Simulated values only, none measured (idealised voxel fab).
Name of the process module below: voxel trench capacitor
Cross-section cut spans 275 nm and uses square cells 5 nm in size.
We lay out every cross-section as a grid of square cells and spell it out in bands from the top down, where one band means one or more rows of cells. A band entry consists of two parts. The first gives the height of the band's top and the height of its bottom, in nm. The rest lists the band's materials from left to right, each with its width in nm. A single material labelled with the word "everywhere" fills the band from edge to edge, and the word "empty" marks empty space. Heights are reckoned from 0. Under this level, the received wafer is all of one material. The bottommost band is open-ended downward, for example "top 0, no bottom". When a width is written as two numbers, as in "30->40", the first number is the width in the top row of cells of the band and the second is the width in its bottom row, and the width changes by the same amount from each row to the next. It should be understood that the words "everything unchanged", when stated for a given step, signify that the cross-section underwent no change in any of its cells during that step. The label "Enclosed cavities" introduces a list of the empty spaces, 8 cells or larger, that have no open way up to the top; each entry in it reads width x height at distance, where the distance is taken from the left edge and all three are stated in nm. On a step's line, text after the settings is the simulator commenting on that step. If you see "overlay nm" on a step's line and that step has a mask, it's telling you how far right of where it was planned the mask ended up; a negative number means it went left instead.
Planned step list for the process:
1. RECEIVE (material Si)
2. CONFORMAL_DEP (material SiN; thk nm 10)
3. DIRECTIONAL_DEP (material aC; thk nm 10)
4. PATTERN (tone open; mask id TRENCH; material resist; width nm 15; pitch nm 45; thk nm 30; overlay nm 0)
5. DIRECTIONAL_ETCH (etch materials aC; depth nm 10)
6. STRIP (etch materials resist)
7. DIRECTIONAL_ETCH (etch materials SiN; depth nm 10)
8. DIRECTIONAL_ETCH (etch materials Si; depth nm 25)
9. STRIP (etch materials aC)
10. CONFORMAL_DEP (material HfO2; thk nm 5)
11. CONFORMAL_DEP (material TiN; thk nm 5)
12. FILL_DEP (material W; thk nm 10)
13. CMP (height nm 10)
Keep in mind the plan's value for the width nm of step 4 comes from the first wafer; the wafers don't share that setting, but they do share the same starting point.
first wafer as received, after step 1:
top 0, no bottom | Si everywhere
Enclosed cavities: none
Below, a row for every wafer. Read it as the end-of-module picture: for each material the wafer shows its cells gained (+) or lost (-) since it was received, and then its closed voids:
width nm 15, +60 HfO2, -60 Si, +86 SiN, +24 TiN, Enclosed cavities: none
width nm 20, +64 HfO2, -80 Si, +78 SiN, +48 TiN, Enclosed cavities: none
width nm 25, +68 HfO2, -100 Si, +70 SiN, +52 TiN, +20 W, Enclosed cavities: none
width nm 30, +72 HfO2, -120 Si, +62 SiN, +56 TiN, +40 W, Enclosed cavities: none
